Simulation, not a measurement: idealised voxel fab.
process module | voxel gate over fins
cross-section cut | 225 nm wide | cells 5 nm
A cross-section is a grid of square cells, given in bands from the top down. A band is one or more rows of cells.
Each band's line starts with the height of the band's top and of its bottom, in nm. Then come its materials from left to right, each with its width in nm. One material with "throughout" fills the band from edge to edge. "air" is empty space.
Height 0 is the level under which the wafer as received is all one material. The lowest band goes on downwards, as in "0 down".
A width such as "30 to 40" changes by the same amount from each row of cells to the next, from the band's top row to its bottom row.
"no change" after a step means that no cell of the cross-section changed.
closed voids: empty space of 8 cells or more with no open way to the top, each as width x height at its distance from the left edge, in nm
after a step's settings: what the simulator itself notes on the step
overlay nm, on a step with a mask: how far to the right of its planned place the mask lay; to the left if negative
plan
1 op RECEIVE | material Si
2 op CONFORMAL_DEP | material SiN | thk nm 5
3 op PATTERN | tone cover | mask id FINS | material resist | width nm 15 | pitch nm 45 | thk nm 15 | overlay nm 0
4 op DIRECTIONAL_ETCH | etch materials SiN | depth nm 5
5 op DIRECTIONAL_ETCH | etch materials Si | depth nm 30
6 op STRIP | etch materials resist
7 op OXIDIZE | depth nm 5
8 op FILL_DEP | material SiO2 | thk nm 10
9 op CMP | height nm 5
10 op SELECTIVE_ETCH | etch materials SiO2 | depth nm 20
11 op STRIP | etch materials SiN
12 op CONFORMAL_DEP | material HfO2 | thk nm 5
13 op CONFORMAL_DEP | material TiN | thk nm 5
14 op CONFORMAL_DEP | material TiAl | thk nm 5
15 op CONFORMAL_DEP | material TiN | thk nm 5
16 op FILL_DEP | material W | thk nm 15
17 op CMP | height nm 30
18 op CONFORMAL_DEP | material SiCN | thk nm 5
as received, after step 1
  0 down: Si throughout
  closed voids: none
a wafer at the end: this start, this plan, one mistake
  35 to 30: SiCN throughout
  30 to 25: W 10 | TiN 200 | W 15
  25 to 15: W 10 | TiN 5 | TiAl 190 | TiN 5 | W 15
  15 to 10: TiN 15 | TiAl 190 | TiN 20
  10 to 5: TiAl 30 | TiN 25 | TiAl 20 | TiN 25 | TiAl 20 | TiN 25 | TiAl 20 | TiN 25 | TiAl 35
  5 to 0: TiAl 30 | TiN 5 | HfO2 15 | TiN 5 | TiAl 20 | TiN 5 | HfO2 15 | TiN 5 | TiAl 20 | TiN 5 | HfO2 15 | TiN 5 | TiAl 20 | TiN 5 | HfO2 15 | TiN 5 | TiAl 35
  0 to -5: TiAl 30 | TiN 5 | HfO2 5 | Si 5 | HfO2 5 | TiN 5 | TiAl 20 | TiN 5 | HfO2 5 | Si 5 | HfO2 5 | TiN 5 | TiAl 20 | TiN 5 | HfO2 5 | Si 5 | HfO2 5 | TiN 5 | TiAl 20 | TiN 5 | HfO2 5 | Si 5 | HfO2 5 | TiN 5 | TiAl 35
  -5 to -10: TiN 35 | HfO2 5 | Si 5 | HfO2 5 | TiN 30 | HfO2 5 | Si 5 | HfO2 5 | TiN 30 | HfO2 5 | Si 5 | HfO2 5 | TiN 30 | HfO2 5 | Si 5 | HfO2 5 | TiN 40
  -10 to -15: HfO2 40 | Si 5 | HfO2 40 | Si 5 | HfO2 40 | Si 5 | HfO2 40 | Si 5 | HfO2 45
  -15 to -35: SiO2 40 | Si 5 | SiO2 40 | Si 5 | SiO2 40 | Si 5 | SiO2 40 | Si 5 | SiO2 45
  -35 down: Si throughout
  closed voids: none
what went wrong: step 14 ran as: op CONFORMAL_DEP | material TiAl | thk nm 15
